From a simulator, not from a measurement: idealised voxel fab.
The following process module bears the name voxel gate over fins.
Shown is cross-section cut, with a width of 280 nm and square cells of size 5 nm.
If you're reading a cross-section in this doc, picture square cells in a grid; it comes to you as bands, top ones listed first down to the bottom, and a band can be one or more rows of cells.
A band entry consists of two parts. The first gives the height of the band's top and the height of its bottom, in nm. The rest lists the band's materials from left to right, each with its width in nm. A single material labelled with the word "full width" fills the band from edge to edge, and the word "air" marks empty space.
Beneath 0, the wafer as received is one material, and that level is where height counting begins. The lowest band goes on downward without a bottom; it is written like "0 down".
A width given as "30..40" starts at the first number in the band's top row and ends at the second number in its bottom row, shifting by an equal amount at every step from row to row.
The designation "identical to before", where it is given for a processing step, indicates that no cell of the cross-section was altered in the course of that step.
You'll see "Listed closed voids" listing empty spaces that have no way open to the top, as long as they're 8 cells or more; the notation is width x height at distance, where the distance is from the left edge, and all of it is in nm.
What comes after the settings on a step's line is commentary from the simulator itself on that step.
"overlay nm" denotes, for a step that has a mask, the displacement of the mask to the right of its planned place, with negative values corresponding to the left.

PROCESS STEPS - PLAN
1 RECEIVE | material Si
2 CONFORMAL_DEP | material SiN | thk nm 5
3 PATTERN | tone cover | mask id FINS | material resist | width nm 15 | pitch nm 45 | thk nm 20 | overlay nm 0
4 DIRECTIONAL_ETCH | etch materials SiN | depth nm 5
5 DIRECTIONAL_ETCH | etch materials Si | depth nm 35
6 STRIP | etch materials resist
7 FILL_DEP | material SiO2 | thk nm 15
8 CMP | height nm 5
9 SELECTIVE_ETCH | etch materials SiO2 | depth nm 20
10 STRIP | etch materials SiN
11 CONFORMAL_DEP | material HfO2 | thk nm 5
12 CONFORMAL_DEP | material TiN | thk nm 5
13 CONFORMAL_DEP | material TiAl | thk nm 5
14 CONFORMAL_DEP | material TiN | thk nm 5
15 FILL_DEP | material W | thk nm 10
16 CMP | height nm 25
17 CONFORMAL_DEP | material SiN | thk nm 10

HERE'S WHAT THE WAFER LOOKED LIKE IN CROSS-SECTION WHEN IT ARRIVED - THAT'S AFTER STEP 1
	0 down: Si full width
	Listed closed voids: none

MODULE COMPLETE, CROSS-SECTION. STARTING POINT AND PLAN PER ABOVE. ONE MISTAKE MADE IN RUNNING THE MODULE
	35 to 25: SiN full width
	25 to 15: W full width
	15 to 5: W: 95 / TiN: 90 / W: 95
	5 to 0: W: 95 / TiN: 10 / HfO2: 25 / TiN: 20 / HfO2: 25 / TiN: 10 / W: 95
	0 to -10: TiN: 105 / HfO2: 5 / Si: 15 / HfO2: 5 / TiN: 20 / HfO2: 5 / Si: 15 / HfO2: 5 / TiN: 105
	-10 to -15: HfO2: 110 / Si: 15 / HfO2: 30 / Si: 15 / HfO2: 110
	-15 to -35: SiO2: 110 / Si: 15 / SiO2: 30 / Si: 15 / SiO2: 110
	-35 down: Si full width
	Listed closed voids: none
What broke from the plan during processing? plan step 13 never ran because it was skipped
